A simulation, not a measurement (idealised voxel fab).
process module | voxel transistor to metal
cross-section cut | 205 nm wide | cells 5 nm
A cross-section is a grid of square cells, given in bands from the top down. A band is one or more rows of cells.
Each band's line starts with the height of the band's top and of its bottom, in nm. Then come its materials from left to right, each with its width in nm. One material with "throughout" fills the band from edge to edge. "air" is empty space.
Height 0 is the level under which the wafer as received is all one material. The lowest band goes on downwards, as in "0 down".
A width such as "30 to 40" changes by the same amount from each row of cells to the next, from the band's top row to its bottom row.
"no change" after a step means that no cell of the cross-section changed.
closed voids: empty space of 8 cells or more with no open way to the top, each as width x height at its distance from the left edge, in nm
after a step's settings: what the simulator itself notes on the step
overlay nm, on a step with a mask: how far to the right of its planned place the mask lay; to the left if negative
plan
1 op RECEIVE | material Si
2 op CONFORMAL_DEP | material SiO2 | thk nm 5
3 op CONFORMAL_DEP | material SiN | thk nm 15
4 op MASKED_ETCH | tone cover | mask id ACTIVE | width nm 115 | etch materials SiN | depth nm 15 | overlay nm 0
5 op MASKED_ETCH | tone cover | mask id ACTIVE | width nm 115 | etch materials SiO2 | depth nm 5 | overlay nm 0
6 op MASKED_ETCH | tone cover | mask id ACTIVE | width nm 115 | etch materials Si | depth nm 30 | overlay nm 0
7 op OXIDIZE | depth nm 5
8 op FILL_DEP | material SiO2 | thk nm 15
9 op CMP | height nm 20
10 op SELECTIVE_ETCH | etch materials SiO2 | depth nm 5
11 op STRIP | etch materials SiN
12 op SELECTIVE_ETCH | etch materials SiO2 | depth nm 5
13 op OXIDIZE | depth nm 5
14 op DIRECTIONAL_DEP | material polySi | thk nm 30
15 op DIRECTIONAL_DEP | material SiCN | thk nm 10
16 op MASKED_ETCH | tone cover | mask id GATE | width nm 25 | etch materials SiCN | depth nm 20 | overlay nm 0
17 op MASKED_ETCH | tone cover | mask id GATE | width nm 25 | etch materials polySi | depth nm 40 | overlay nm 0
18 op CONFORMAL_DEP | material SiN | thk nm 10
19 op DIRECTIONAL_ETCH | etch materials SiN | depth nm 10
20 op DIRECTIONAL_ETCH | etch materials SiO2 | depth nm 5
21 op DIRECTIONAL_ETCH | etch materials Si | depth nm 5
22 op EPI | material SiGe | thk nm 5
23 op FILL_DEP | material SiO2 | thk nm 5
24 op CMP | height nm 40
25 op DIRECTIONAL_DEP | material SiO2 | thk nm 15
26 op DIRECTIONAL_DEP | material aC | thk nm 10
27 op PATTERN | tone open | mask id CONTACT | material resist | width nm 20 | pitch nm 85 | thk nm 30 | overlay nm 0
28 op DIRECTIONAL_ETCH | etch materials aC | depth nm 10
29 op STRIP | etch materials resist
30 op DIRECTIONAL_ETCH | etch materials SiO2 | depth nm 60
31 op STRIP | etch materials aC
32 op CONFORMAL_DEP | material TiN | thk nm 5
33 op FILL_DEP | material W | thk nm 5
34 op CMP | height nm 55
35 op DIRECTIONAL_DEP | material TiN | thk nm 5
36 op DIRECTIONAL_DEP | material W | thk nm 25
37 op MASKED_ETCH | tone cover | mask id METAL_1 | width nm 20 | pitch nm 85 | etch materials W | depth nm 25 | overlay nm 0
38 op MASKED_ETCH | tone cover | mask id METAL_1 | width nm 20 | pitch nm 85 | etch materials TiN | depth nm 5 | overlay nm 0
39 op FILL_DEP | material lowk | thk nm 10
40 op CMP | height nm 85
41 op CONFORMAL_DEP | material SiCN | thk nm 5
42 op DIRECTIONAL_DEP | material SiO2 | thk nm 25
43 op DIRECTIONAL_DEP | material aC | thk nm 15
44 op PATTERN | tone open | mask id METAL_2 | material resist | width nm 20 | pitch nm 85 | thk nm 30 | overlay nm 0
45 op DIRECTIONAL_ETCH | etch materials aC | depth nm 15
46 op STRIP | etch materials resist
47 op DIRECTIONAL_ETCH | etch materials SiO2 | depth nm 15
48 op STRIP | etch materials aC
49 op DIRECTIONAL_DEP | material aC | thk nm 15
50 op PATTERN | tone open | mask id METAL_2_HOLES | material resist | width nm 15 | pitch nm 85 | thk nm 30 | overlay nm 0
51 op DIRECTIONAL_ETCH | etch materials aC | depth nm 15
52 op STRIP | etch materials resist
53 op DIRECTIONAL_ETCH | etch materials SiO2 | depth nm 10
54 op DIRECTIONAL_ETCH | etch materials SiCN | depth nm 5
55 op STRIP | etch materials aC
56 op CONFORMAL_DEP | material TiN | thk nm 5
57 op FILL_DEP | material Ru | thk nm 10
58 op CMP | height nm 115
59 op CONFORMAL_DEP | material SiCN | thk nm 5
as received, after step 1
  0 down: Si throughout
  closed voids: none
a wafer at the end: this start, this plan, one mistake
  120 to 115: SiCN throughout
  115 to 105: SiO2 50 | TiN 5 | Ru 10 | TiN 5 | SiO2 65 | TiN 5 | Ru 10 | TiN 5 | SiO2 50
  105 to 100: SiO2 50 | TiN 5 | Ru 5 | TiN 10 | SiO2 65 | TiN 5 | Ru 5 | TiN 10 | SiO2 50
  100 to 90: SiO2 50 | TiN 5 | Ru 5 | TiN 5 | SiO2 70 | TiN 5 | Ru 5 | TiN 5 | SiO2 55
  90 to 85: SiCN 50 | TiN 15 | SiCN 70 | TiN 15 | SiCN 55
  85 to 60: lowk 50 | W 20 | lowk 65 | W 20 | lowk 50
  60 to 55: lowk 50 | TiN 20 | lowk 65 | TiN 20 | lowk 50
  55 to 40: SiO2 50 | TiN 5 | W 10 | TiN 5 | SiO2 65 | TiN 5 | W 10 | TiN 5 | SiO2 50
  40 to 30: SiO2 50 | TiN 5 | W 10 | TiN 5 | SiO2 10 | SiN 10 | SiCN 25 | SiN 10 | SiO2 10 | TiN 5 | W 10 | TiN 5 | SiO2 50
  30 to 10: SiO2 50 | TiN 5 | W 10 | TiN 5 | SiO2 10 | SiN 10 | polySi 25 | SiN 10 | SiO2 10 | TiN 5 | W 10 | TiN 5 | SiO2 50
  10 to 0: SiO2 40 | SiN 10 | TiN 5 | W 10 | TiN 5 | SiO2 10 | SiN 10 | polySi 25 | SiN 10 | SiO2 10 | TiN 5 | W 10 | TiN 5 | SiN 10 | SiO2 40
  0 to -5: SiO2 50 | TiN 20 | SiO2 5 | SiGe 5 | SiO2 45 | SiGe 5 | SiO2 5 | TiN 20 | SiO2 50
  -5 to -10: SiO2 50 | SiGe 30 | Si 45 | SiGe 30 | SiO2 50
  -10 to -65: SiO2 50 | Si 105 | SiO2 50
  -65 down: Si throughout
  closed voids: none
what went wrong: step 6 was run twice
